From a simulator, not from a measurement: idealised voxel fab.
Presented below is a process module, voxel lift off.
215 nm wide, 5 nm square cells: that's cross-section cut.
A cross-section is written here as square cells arranged in a grid, and it is given in bands from the top down, each band taking up one or more rows of cells.
Top height, bottom height, nm. Materials left to right, width each, nm. Single material + "all across" = fills band edge to edge. "empty" = empty.
A quick word on heights: they are counted from 0, and under that level the wafer as it came to us is one material throughout. The lowest band is different from the rest in having no bottom; it simply continues downward, written as in "0 -> down".
The width entry "30 to 40" should be interpreted row by row: the top row of cells in the band takes the first number, the bottom row takes the second number, and the change between adjacent rows is uniform throughout.
When a step is marked "no change occurred", none of the cells in the cross-section changed during that step.
For the entry "Internal closed voids", the listed items are empty spaces with no open way to the top whose size is 8 cells or more; each item follows the pattern width x height at distance, where distance is from the left edge and all three are in nm.
Post-settings text on a step line: simulator's own remark regarding the step.
Among the settings permitted on a step's line is "overlay nm"; applied to a step with a mask, it specifies the extent to which the mask lay to the right of its planned position, whereas a negative figure signifies a position to the left.

**Planned process steps**
1,RECEIVE,material Si
2,CONFORMAL_DEP,material SiO2,thk nm 5
3,PATTERN,tone open,mask id LINES,material resist,width nm 30,pitch nm 45,thk nm 25,overlay nm 0
4,DIRECTIONAL_DEP,material Ru,thk nm 10
5,STRIP,etch materials resist
6,CONFORMAL_DEP,material SiCN,thk nm 10

**First out of two wafers; run went to plan**

**Incoming wafer in cross-section (state: after step 1)**
* 0 -> down | Si all across
* Internal closed voids: none

**Sectional view: wafer, after step 2**
* 5 -> 0 | SiO2 all across
* Nothing below the height 0 has changed.

**Sectional view: wafer, after step 3**
* 30 -> 5 | resist: 25 | empty: 30 | resist: 15 | empty: 30 | resist: 15 | empty: 30 | resist: 15 | empty: 30 | resist: 25
* Nothing below the height 5 has changed.

**Sectional view: wafer, after step 4**
* 40 -> 30 | Ru: 25 | empty: 30 | Ru: 15 | empty: 30 | Ru: 15 | empty: 30 | Ru: 15 | empty: 30 | Ru: 25
* 30 -> 15 | resist: 25 | empty: 30 | resist: 15 | empty: 30 | resist: 15 | empty: 30 | resist: 15 | empty: 30 | resist: 25
* 15 -> 5 | resist: 25 | Ru: 30 | resist: 15 | Ru: 30 | resist: 15 | Ru: 30 | resist: 15 | Ru: 30 | resist: 25
* Nothing below the height 5 has changed.

**Sectional view: wafer, after step 5**
* 15 -> 5 | empty: 25 | Ru: 30 | empty: 15 | Ru: 30 | empty: 15 | Ru: 30 | empty: 15 | Ru: 30 | empty: 25
* Nothing below the height 5 has changed.

**Sectional view: wafer, after step 6**
* 25 -> 15 | empty: 15 | SiCN: 185 | empty: 15
* 15 -> 5 | SiCN: 25 | Ru: 30 | SiCN: 15 | Ru: 30 | SiCN: 15 | Ru: 30 | SiCN: 15 | Ru: 30 | SiCN: 25
* Nothing below the height 5 has changed.

**Second of two: same start, same plan, one run error; steps up to and including 3 match the first**

**Second wafer, cut view, end of step 4 per plan**
* 45 -> 30 | Ru: 25 | empty: 30 | Ru: 15 | empty: 30 | Ru: 15 | empty: 30 | Ru: 15 | empty: 30 | Ru: 25
* 30 -> 20 | resist: 25 | empty: 30 | resist: 15 | empty: 30 | resist: 15 | empty: 30 | resist: 15 | empty: 30 | resist: 25
* 20 -> 5 | resist: 25 | Ru: 30 | resist: 15 | Ru: 30 | resist: 15 | Ru: 30 | resist: 15 | Ru: 30 | resist: 25
* Nothing below the height 5 has changed.

**Second wafer, cut view, end of step 5 per plan**
* 20 -> 5 | empty: 25 | Ru: 30 | empty: 15 | Ru: 30 | empty: 15 | Ru: 30 | empty: 15 | Ru: 30 | empty: 25
* Nothing below the height 5 has changed.

**Second wafer, cut view, end of step 6 per plan**
* 30 -> 20 | empty: 15 | SiCN: 185 | empty: 15
* 20 -> 15 | empty: 15 | SiCN: 10 | Ru: 30 | SiCN: 15 | Ru: 30 | SiCN: 15 | Ru: 30 | SiCN: 15 | Ru: 30 | SiCN: 10 | empty: 15
* 15 -> 5 | SiCN: 25 | Ru: 30 | SiCN: 15 | Ru: 30 | SiCN: 15 | Ru: 30 | SiCN: 15 | Ru: 30 | SiCN: 25
* Nothing below the height 5 has changed.
The plan and the run diverged here: step 4 deviated from plan and actually ran as DIRECTIONAL_DEP,material Ru,thk nm 15
The final cell counts differ between the wafers, with the second having more or fewer of some materials than the first: +24 Ru | +13 SiCN
